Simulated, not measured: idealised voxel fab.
Title: Process Module voxel released beams
The cross-section shown here is cut; it is 155 nm wide and divided into square cells measuring 5 nm on a side.
For the purposes of this document, a cross-section shall be understood as a grid of square cells, specified as bands listed in top-to-bottom order, each band consisting of one or more rows of cells. Within each band entry, the heights of the top and of the bottom of the band appear first, in that order and in nm; the materials of the band then follow from left to right, each with its corresponding width in nm. The designation "full width" on a single material indicates that it fills the band from edge to edge; the designation "air" indicates empty space. Counting heights begins at 0, where everything beneath is, in the wafer as received, one material. The lowest band has no bottom; it goes on downwards, as "0 nm and below" shows. So if you see something like "30..40" for the width, read it as the top row of the band sitting at the first number and the bottom row at the second, with every row in between moving by the same amount as the last. Where the words "nothing was modified" appear for a step, the cross-section shows no cell changed by that step; every cell remained as before. Under "Sealed cavities" you'll find the enclosed gaps, the ones with no way out to the top, that are 8 cells or bigger; each reads width x height at distance, with distance counted from the left edge, everything in nm. On each step's line, the part that comes after the settings is the simulator's own comment on the step. What "overlay nm" on a step's line means: if the step has a mask, that mask lay this far to the right of its planned place, or, when the value is negative, to the left.

**List of planned process steps**
| 1 | RECEIVE: material Si |
| 2 | CONFORMAL_DEP: material SiN, thk nm 5 |
| 3 | DIRECTIONAL_DEP: material SiO2, thk nm 15 |
| 4 | MASKED_ETCH: tone open, mask id ANCHOR, width nm 35, etch materials SiO2, depth nm 15, overlay nm 0 |
| 5 | CONFORMAL_DEP: material W, thk nm 15 |
| 6 | DIRECTIONAL_DEP: material aC, thk nm 15 |
| 7 | PATTERN: tone cover, mask id BEAM, material resist, width nm 90, thk nm 30, overlay nm 0 |
| 8 | DIRECTIONAL_ETCH: etch materials aC, depth nm 15 |
| 9 | STRIP: etch materials resist |
| 10 | DIRECTIONAL_ETCH: etch materials W, depth nm 15 |
| 11 | STRIP: etch materials aC |
| 12 | STRIP: etch materials SiO2 |

**The first of the two wafers, which ran as planned**

**Shown in cross-section is the wafer as received, that is, as it stands after step 1**
    0 nm and below  Si full width
    Sealed cavities: none

**Upon completion of step 2, the wafer appears in cross-section as shown**
    5 nm to 0 nm  SiN full width
    Note: structure below 0 unchanged.

**Upon completion of step 3, the wafer appears in cross-section as shown**
    20 nm to 5 nm  SiO2 full width
    Note: structure below 5 unchanged.

**Upon completion of step 4, the wafer appears in cross-section as shown**
    20 nm to 5 nm  35 of SiO2, then 35 of air, then 85 of SiO2
    Note: structure below 5 unchanged.

**Upon completion of step 5, the wafer appears in cross-section as shown**
    35 nm to 20 nm  50 of W, then 5 of air, then 100 of W
    20 nm to 5 nm  35 of SiO2, then 35 of W, then 85 of SiO2
    Note: structure below 5 unchanged.

**Upon completion of step 6, the wafer appears in cross-section as shown**
    50 nm to 35 nm  50 of aC, then 5 of air, then 100 of aC
    35 nm to 20 nm  50 of W, then 5 of aC, then 100 of W
    Note: structure below 20 unchanged.

**Upon completion of step 7, the wafer appears in cross-section as shown**
    80 nm to 50 nm  30 of air, then 90 of resist, then 35 of air
    50 nm to 35 nm  50 of aC, then 5 of resist, then 100 of aC
    Note: structure below 35 unchanged.

**Upon completion of step 8, the wafer appears in cross-section as shown**
    65 nm to 50 nm  30 of air, then 90 of resist, then 35 of air
    50 nm to 35 nm  30 of air, then 20 of aC, then 5 of resist, then 65 of aC, then 35 of air
    Note: structure below 35 unchanged.

**Upon completion of step 9, the wafer appears in cross-section as shown**
    50 nm to 35 nm  30 of air, then 20 of aC, then 5 of air, then 65 of aC, then 35 of air
    Note: structure below 35 unchanged.

**Upon completion of step 10, the wafer appears in cross-section as shown**
    50 nm to 35 nm  30 of air, then 20 of aC, then 5 of air, then 65 of aC, then 35 of air
    35 nm to 20 nm  30 of air, then 20 of W, then 5 of aC, then 65 of W, then 35 of air
    Note: structure below 20 unchanged.

**Upon completion of step 11, the wafer appears in cross-section as shown**
    35 nm to 20 nm  30 of air, then 20 of W, then 5 of air, then 65 of W, then 35 of air
    Note: structure below 20 unchanged.

**Upon completion of step 12, the wafer appears in cross-section as shown**
    35 nm to 20 nm  30 of air, then 20 of W, then 5 of air, then 65 of W, then 35 of air
    20 nm to 5 nm  35 of air, then 35 of W, then 85 of air
    Note: structure below 5 unchanged.

**Second Wafer (Identical Start and Plan, One Processing Error; Matches First Wafer Through Step 2)**

**X-section, second wafer, when step 3 was due to finish**
    10 nm to 5 nm  SiO2 full width
    Note: structure below 5 unchanged.

**X-section, second wafer, when step 4 was due to finish**
    10 nm to 5 nm  35 of SiO2, then 35 of air, then 85 of SiO2
    Note: structure below 5 unchanged.

**X-section, second wafer, when step 5 was due to finish**
    25 nm to 20 nm  50 of W, then 5 of air, then 100 of W
    20 nm to 10 nm  W full width
    10 nm to 5 nm  35 of SiO2, then 35 of W, then 85 of SiO2
    Note: structure below 5 unchanged.

**X-section, second wafer, when step 6 was due to finish**
    40 nm to 35 nm  50 of aC, then 5 of air, then 100 of aC
    35 nm to 25 nm  aC full width
    25 nm to 20 nm  50 of W, then 5 of aC, then 100 of W
    Note: structure below 20 unchanged.

**X-section, second wafer, when step 7 was due to finish**
    70 nm to 40 nm  30 of air, then 90 of resist, then 35 of air
    40 nm to 35 nm  50 of aC, then 5 of resist, then 100 of aC
    Note: structure below 35 unchanged.

**X-section, second wafer, when step 8 was due to finish**
    55 nm to 40 nm  30 of air, then 90 of resist, then 35 of air
    40 nm to 35 nm  30 of air, then 20 of aC, then 5 of resist, then 65 of aC, then 35 of air
    35 nm to 25 nm  30 of air, then 90 of aC, then 35 of air
    Note: structure below 25 unchanged.

**X-section, second wafer, when step 9 was due to finish**
    40 nm to 35 nm  30 of air, then 20 of aC, then 5 of air, then 65 of aC, then 35 of air
    Note: structure below 35 unchanged.

**X-section, second wafer, when step 10 was due to finish**
    40 nm to 35 nm  30 of air, then 20 of aC, then 5 of air, then 65 of aC, then 35 of air
    35 nm to 25 nm  30 of air, then 90 of aC, then 35 of air
    25 nm to 20 nm  30 of air, then 20 of W, then 5 of aC, then 65 of W, then 35 of air
    20 nm to 10 nm  30 of air, then 90 of W, then 35 of air
    Note: structure below 10 unchanged.

**X-section, second wafer, when step 11 was due to finish**
    25 nm to 20 nm  30 of air, then 20 of W, then 5 of air, then 65 of W, then 35 of air
    Note: structure below 20 unchanged.

**X-section, second wafer, when step 12 was due to finish**
    25 nm to 20 nm  30 of air, then 20 of W, then 5 of air, then 65 of W, then 35 of air
    20 nm to 10 nm  30 of air, then 90 of W, then 35 of air
    10 nm to 5 nm  35 of air, then 35 of W, then 85 of air
    Note: structure below 5 unchanged.
Here's what went sideways: step 3 changed vs plan, executed as DIRECTIONAL_DEP: material SiO2, thk nm 5
At the finish, the second wafer shows more or fewer cells for some materials than the first does: 12 fewer of W
